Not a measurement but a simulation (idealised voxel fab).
Process module in this document: voxel trench capacitor
It is cross-section cut that appears here, measuring 250 nm in width, its square cells being 5 nm in size.
Square cells in a grid make up a cross-section in this document, and the grid is given as bands, listed from the top down, each one or more rows of cells. Each band's line starts with the height of the band's top and of its bottom, in nm. Then come its materials from left to right, each with its width in nm. One material with "everywhere" fills the band from edge to edge. "empty" is empty space. Height is counted from the level 0, under which the received wafer is composed throughout of one material. The lowest of the bands is not closed at the bottom but continues downward, in the notation "0 -> down". Width: "30..40" (first number = top row, second number = bottom row, same change from row to row of cells). Basically "remained the same" means that step didn't change any cell in the cross-section. "Sealed-off cavities" enumerates empty spaces isolated from the top, with no open way to it, that contain at least 8 cells, giving each as width x height at distance from the left edge, all three in nm. Formally, on a step line, whatever follows the settings is a remark that the simulator itself makes on the step. overlay nm: mask offset rightward from planned place, masked step; negative means leftward offset.

## Steps planned for the process
1) RECEIVE | material Si
2) CONFORMAL_DEP | material SiN | thk nm 10
3) PATTERN | tone open | mask id TRENCH | material resist | width nm 20 | pitch nm 40 | thk nm 20 | overlay nm 0
4) DIRECTIONAL_ETCH | etch materials SiN | depth nm 10
5) DIRECTIONAL_ETCH | etch materials Si | depth nm 35
6) STRIP | etch materials resist
7) CONFORMAL_DEP | material Al2O3 | thk nm 5
8) FILL_DEP | material polySi | thk nm 5
9) CMP | height nm 10

## On the first of the two wafers: run conducted according to plan

## Incoming wafer, cross-sectional view, post step 1
0 -> down | Si everywhere
Sealed-off cavities: none

## Wafer after step 2 (cross-section)
10 -> 0 | SiN everywhere
Everything below 0 is unchanged.

## Wafer after step 3 (cross-section)
30 -> 10 | 95 resist / 20 empty / 20 resist / 20 empty / 95 resist
Everything below 10 is unchanged.

## Wafer after step 4 (cross-section)
30 -> 10 | 95 resist / 20 empty / 20 resist / 20 empty / 95 resist
10 -> 0 | 95 SiN / 20 empty / 20 SiN / 20 empty / 95 SiN
Everything below 0 is unchanged.

## Wafer after step 5 (cross-section)
30 -> 10 | 95 resist / 20 empty / 20 resist / 20 empty / 95 resist
10 -> 0 | 95 SiN / 20 empty / 20 SiN / 20 empty / 95 SiN
0 -> -35 | 95 Si / 20 empty / 20 Si / 20 empty / 95 Si
Everything below -35 is unchanged.

## Wafer after step 6 (cross-section)
10 -> 0 | 95 SiN / 20 empty / 20 SiN / 20 empty / 95 SiN
Everything below 0 is unchanged.

## Wafer after step 7 (cross-section)
15 -> 10 | 100 Al2O3 / 10 empty / 30 Al2O3 / 10 empty / 100 Al2O3
10 -> 0 | 95 SiN / 5 Al2O3 / 10 empty / 5 Al2O3 / 20 SiN / 5 Al2O3 / 10 empty / 5 Al2O3 / 95 SiN
0 -> -30 | 95 Si / 5 Al2O3 / 10 empty / 5 Al2O3 / 20 Si / 5 Al2O3 / 10 empty / 5 Al2O3 / 95 Si
-30 -> -35 | 95 Si / 20 Al2O3 / 20 Si / 20 Al2O3 / 95 Si
Everything below -35 is unchanged.

## Wafer after step 8 (cross-section)
20 -> 15 | polySi everywhere
15 -> 10 | 100 Al2O3 / 10 polySi / 30 Al2O3 / 10 polySi / 100 Al2O3
10 -> 0 | 95 SiN / 5 Al2O3 / 10 polySi / 5 Al2O3 / 20 SiN / 5 Al2O3 / 10 polySi / 5 Al2O3 / 95 SiN
0 -> -30 | 95 Si / 5 Al2O3 / 10 polySi / 5 Al2O3 / 20 Si / 5 Al2O3 / 10 polySi / 5 Al2O3 / 95 Si
Everything below -30 is unchanged.

## Wafer after step 9 (cross-section)
10 -> 0 | 95 SiN / 5 Al2O3 / 10 polySi / 5 Al2O3 / 20 SiN / 5 Al2O3 / 10 polySi / 5 Al2O3 / 95 SiN
Everything below 0 is unchanged.

## Second wafer. Start and plan as for the first. One mistake made in running. Agrees with the first up to and including step 2

## Look at the second wafer in cross-section at the time step 3 ought to have finished
30 -> 10 | 85 resist / 20 empty / 20 resist / 20 empty / 105 resist
Everything below 10 is unchanged.

## Look at the second wafer in cross-section at the time step 4 ought to have finished
30 -> 10 | 85 resist / 20 empty / 20 resist / 20 empty / 105 resist
10 -> 0 | 85 SiN / 20 empty / 20 SiN / 20 empty / 105 SiN
Everything below 0 is unchanged.

## Look at the second wafer in cross-section at the time step 5 ought to have finished
30 -> 10 | 85 resist / 20 empty / 20 resist / 20 empty / 105 resist
10 -> 0 | 85 SiN / 20 empty / 20 SiN / 20 empty / 105 SiN
0 -> -35 | 85 Si / 20 empty / 20 Si / 20 empty / 105 Si
Everything below -35 is unchanged.

## Look at the second wafer in cross-section at the time step 6 ought to have finished
10 -> 0 | 85 SiN / 20 empty / 20 SiN / 20 empty / 105 SiN
Everything below 0 is unchanged.

## Look at the second wafer in cross-section at the time step 7 ought to have finished
15 -> 10 | 90 Al2O3 / 10 empty / 30 Al2O3 / 10 empty / 110 Al2O3
10 -> 0 | 85 SiN / 5 Al2O3 / 10 empty / 5 Al2O3 / 20 SiN / 5 Al2O3 / 10 empty / 5 Al2O3 / 105 SiN
0 -> -30 | 85 Si / 5 Al2O3 / 10 empty / 5 Al2O3 / 20 Si / 5 Al2O3 / 10 empty / 5 Al2O3 / 105 Si
-30 -> -35 | 85 Si / 20 Al2O3 / 20 Si / 20 Al2O3 / 105 Si
Everything below -35 is unchanged.

## Look at the second wafer in cross-section at the time step 8 ought to have finished
20 -> 15 | polySi everywhere
15 -> 10 | 90 Al2O3 / 10 polySi / 30 Al2O3 / 10 polySi / 110 Al2O3
10 -> 0 | 85 SiN / 5 Al2O3 / 10 polySi / 5 Al2O3 / 20 SiN / 5 Al2O3 / 10 polySi / 5 Al2O3 / 105 SiN
0 -> -30 | 85 Si / 5 Al2O3 / 10 polySi / 5 Al2O3 / 20 Si / 5 Al2O3 / 10 polySi / 5 Al2O3 / 105 Si
Everything below -30 is unchanged.

## Look at the second wafer in cross-section at the time step 9 ought to have finished
10 -> 0 | 85 SiN / 5 Al2O3 / 10 polySi / 5 Al2O3 / 20 SiN / 5 Al2O3 / 10 polySi / 5 Al2O3 / 105 SiN
Everything below 0 is unchanged.
Against the plan, the run slipped here: step 3 deviated from plan and actually ran as PATTERN | tone open | mask id TRENCH | material resist | width nm 20 | pitch nm 40 | thk nm 20 | overlay nm -10
The concluding comparison shows that, measured in cells, each material is equally abundant on both wafers, albeit at different positions.
